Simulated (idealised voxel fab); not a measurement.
process module | voxel plated lines
cross-section cut | 255 nm wide | cells 5 nm
A cross-section is a grid of square cells, given in bands from the top down. A band is one or more rows of cells.
Each band's line starts with the height of the band's top and of its bottom, in nm. Then come its materials from left to right, each with its width in nm. One material with "throughout" fills the band from edge to edge. "air" is empty space.
Height 0 is the level under which the wafer as received is all one material. The lowest band goes on downwards, as in "0 down".
A width such as "30 to 40" changes by the same amount from each row of cells to the next, from the band's top row to its bottom row.
"no change" after a step means that no cell of the cross-section changed.
closed voids: empty space of 8 cells or more with no open way to the top, each as width x height at its distance from the left edge, in nm
after a step's settings: what the simulator itself notes on the step
overlay nm, on a step with a mask: how far to the right of its planned place the mask lay; to the left if negative
plan
1 op RECEIVE | material Si
2 op CONFORMAL_DEP | material SiO2 | thk nm 15
3 op DIRECTIONAL_DEP | material TiN | thk nm 5
4 op PATTERN | tone open | mask id LINES | material resist | width nm 20 | pitch nm 40 | thk nm 40 | overlay nm 0
5 op EPI | material Ru | thk nm 10
6 op EPI | material Ru | thk nm 5
7 op EPI | material Ru | thk nm 5
8 op STRIP | etch materials resist
9 op DIRECTIONAL_ETCH | etch materials TiN | depth nm 5
10 op CONFORMAL_DEP | material SiCN | thk nm 10
as received, after step 1
  0 down: Si throughout
  closed voids: none
first wafer at the end, as planned
  50 to 40: air 65 | SiCN 120 | air 70
  40 to 25: air 65 | SiCN 10 | Ru 20 | SiCN 20 | Ru 20 | SiCN 20 | Ru 20 | SiCN 10 | air 70
  25 to 20: SiCN 75 | Ru 20 | SiCN 20 | Ru 20 | SiCN 20 | Ru 20 | SiCN 80
  20 to 15: SiCN 75 | TiN 20 | SiCN 20 | TiN 20 | SiCN 20 | TiN 20 | SiCN 80
  15 to 0: SiO2 throughout
  0 down: Si throughout
  closed voids: none
second wafer at the end: like start, like plan, one mistake
  50 to 40: air 70 | SiCN 120 | air 65
  40 to 25: air 70 | SiCN 10 | Ru 20 | SiCN 20 | Ru 20 | SiCN 20 | Ru 20 | SiCN 10 | air 65
  25 to 20: SiCN 80 | Ru 20 | SiCN 20 | Ru 20 | SiCN 20 | Ru 20 | SiCN 75
  20 to 15: SiCN 80 | TiN 20 | SiCN 20 | TiN 20 | SiCN 20 | TiN 20 | SiCN 75
  15 to 0: SiO2 throughout
  0 down: Si throughout
  closed voids: none
what went wrong: step 4 ran as: op PATTERN | tone open | mask id LINES | material resist | width nm 20 | pitch nm 40 | thk nm 40 | overlay nm 5
at the end the second wafer has, in cells: as many of each material as the first, in other places
